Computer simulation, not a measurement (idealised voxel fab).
process module | voxel plated lines
cross-section cut | 260 nm wide | cells 5 nm
A cross-section is a grid of square cells, given in bands from the top down. A band is one or more rows of cells.
Each band's line starts with the height of the band's top and of its bottom, in nm. Then come its materials from left to right, each with its width in nm. One material with "throughout" fills the band from edge to edge. "air" is empty space.
Height 0 is the level under which the wafer as received is all one material. The lowest band goes on downwards, as in "0 down".
A width such as "30 to 40" changes by the same amount from each row of cells to the next, from the band's top row to its bottom row.
"no change" after a step means that no cell of the cross-section changed.
closed voids: empty space of 8 cells or more with no open way to the top, each as width x height at its distance from the left edge, in nm
after a step's settings: what the simulator itself notes on the step
overlay nm, on a step with a mask: how far to the right of its planned place the mask lay; to the left if negative
plan
1 op RECEIVE | material Si
2 op CONFORMAL_DEP | material SiO2 | thk nm 15
3 op DIRECTIONAL_DEP | material TiN | thk nm 5
4 op PATTERN | tone open | mask id LINES | material resist | width nm 20 | pitch nm 35 | thk nm 40 | overlay nm 0
5 op EPI | material Ru | thk nm 10
6 op EPI | material Ru | thk nm 5
7 op EPI | material Ru | thk nm 10
8 op STRIP | etch materials resist
9 op DIRECTIONAL_ETCH | etch materials TiN | depth nm 5
10 op CONFORMAL_DEP | material SiN | thk nm 10
first wafer, as planned
as received, after step 1
  0 down: Si throughout
  closed voids: none
after step 2
  15 to 0: SiO2 throughout
  below 0: unchanged
after step 3
  20 to 15: TiN throughout
  below 15: unchanged
after step 4
  60 to 20: resist 65 | air 20 | resist 15 | air 20 | resist 15 | air 20 | resist 15 | air 20 | resist 70
  below 20: unchanged
after step 5
  60 to 30: resist 65 | air 20 | resist 15 | air 20 | resist 15 | air 20 | resist 15 | air 20 | resist 70
  30 to 20: resist 65 | Ru 20 | resist 15 | Ru 20 | resist 15 | Ru 20 | resist 15 | Ru 20 | resist 70
  below 20: unchanged
after step 6
  60 to 35: resist 65 | air 20 | resist 15 | air 20 | resist 15 | air 20 | resist 15 | air 20 | resist 70
  35 to 20: resist 65 | Ru 20 | resist 15 | Ru 20 | resist 15 | Ru 20 | resist 15 | Ru 20 | resist 70
  below 20: unchanged
after step 7
  60 to 45: resist 65 | air 20 | resist 15 | air 20 | resist 15 | air 20 | resist 15 | air 20 | resist 70
  45 to 20: resist 65 | Ru 20 | resist 15 | Ru 20 | resist 15 | Ru 20 | resist 15 | Ru 20 | resist 70
  below 20: unchanged
after step 8
  45 to 20: air 65 | Ru 20 | air 15 | Ru 20 | air 15 | Ru 20 | air 15 | Ru 20 | air 70
  below 20: unchanged
after step 9
  45 to 20: air 65 | Ru 20 | air 15 | Ru 20 | air 15 | Ru 20 | air 15 | Ru 20 | air 70
  20 to 15: air 65 | TiN 20 | air 15 | TiN 20 | air 15 | TiN 20 | air 15 | TiN 20 | air 70
  below 15: unchanged
after step 10
  55 to 45: air 55 | SiN 145 | air 60
  45 to 25: air 55 | SiN 10 | Ru 20 | SiN 15 | Ru 20 | SiN 15 | Ru 20 | SiN 15 | Ru 20 | SiN 10 | air 60
  25 to 20: SiN 65 | Ru 20 | SiN 15 | Ru 20 | SiN 15 | Ru 20 | SiN 15 | Ru 20 | SiN 70
  20 to 15: SiN 65 | TiN 20 | SiN 15 | TiN 20 | SiN 15 | TiN 20 | SiN 15 | TiN 20 | SiN 70
  below 15: unchanged
second wafer: like start, like plan, one mistake. Through step 1 it matches the first wafer
when step 2 should have ended
  5 to 0: SiO2 throughout
  below 0: unchanged
when step 3 should have ended
  10 to 5: TiN throughout
  below 5: unchanged
when step 4 should have ended
  50 to 10: resist 65 | air 20 | resist 15 | air 20 | resist 15 | air 20 | resist 15 | air 20 | resist 70
  below 10: unchanged
when step 5 should have ended
  50 to 20: resist 65 | air 20 | resist 15 | air 20 | resist 15 | air 20 | resist 15 | air 20 | resist 70
  20 to 10: resist 65 | Ru 20 | resist 15 | Ru 20 | resist 15 | Ru 20 | resist 15 | Ru 20 | resist 70
  below 10: unchanged
when step 6 should have ended
  50 to 25: resist 65 | air 20 | resist 15 | air 20 | resist 15 | air 20 | resist 15 | air 20 | resist 70
  25 to 10: resist 65 | Ru 20 | resist 15 | Ru 20 | resist 15 | Ru 20 | resist 15 | Ru 20 | resist 70
  below 10: unchanged
when step 7 should have ended
  50 to 35: resist 65 | air 20 | resist 15 | air 20 | resist 15 | air 20 | resist 15 | air 20 | resist 70
  35 to 10: resist 65 | Ru 20 | resist 15 | Ru 20 | resist 15 | Ru 20 | resist 15 | Ru 20 | resist 70
  below 10: unchanged
when step 8 should have ended
  35 to 10: air 65 | Ru 20 | air 15 | Ru 20 | air 15 | Ru 20 | air 15 | Ru 20 | air 70
  below 10: unchanged
when step 9 should have ended
  35 to 10: air 65 | Ru 20 | air 15 | Ru 20 | air 15 | Ru 20 | air 15 | Ru 20 | air 70
  10 to 5: air 65 | TiN 20 | air 15 | TiN 20 | air 15 | TiN 20 | air 15 | TiN 20 | air 70
  below 5: unchanged
when step 10 should have ended
  45 to 35: air 55 | SiN 145 | air 60
  35 to 15: air 55 | SiN 10 | Ru 20 | SiN 15 | Ru 20 | SiN 15 | Ru 20 | SiN 15 | Ru 20 | SiN 10 | air 60
  15 to 10: SiN 65 | Ru 20 | SiN 15 | Ru 20 | SiN 15 | Ru 20 | SiN 15 | Ru 20 | SiN 70
  10 to 5: SiN 65 | TiN 20 | SiN 15 | TiN 20 | SiN 15 | TiN 20 | SiN 15 | TiN 20 | SiN 70
  below 5: unchanged
what went wrong: step 2 ran as: op CONFORMAL_DEP | material SiO2 | thk nm 5
at the end the second wafer has, in cells: 104 fewer of SiO2
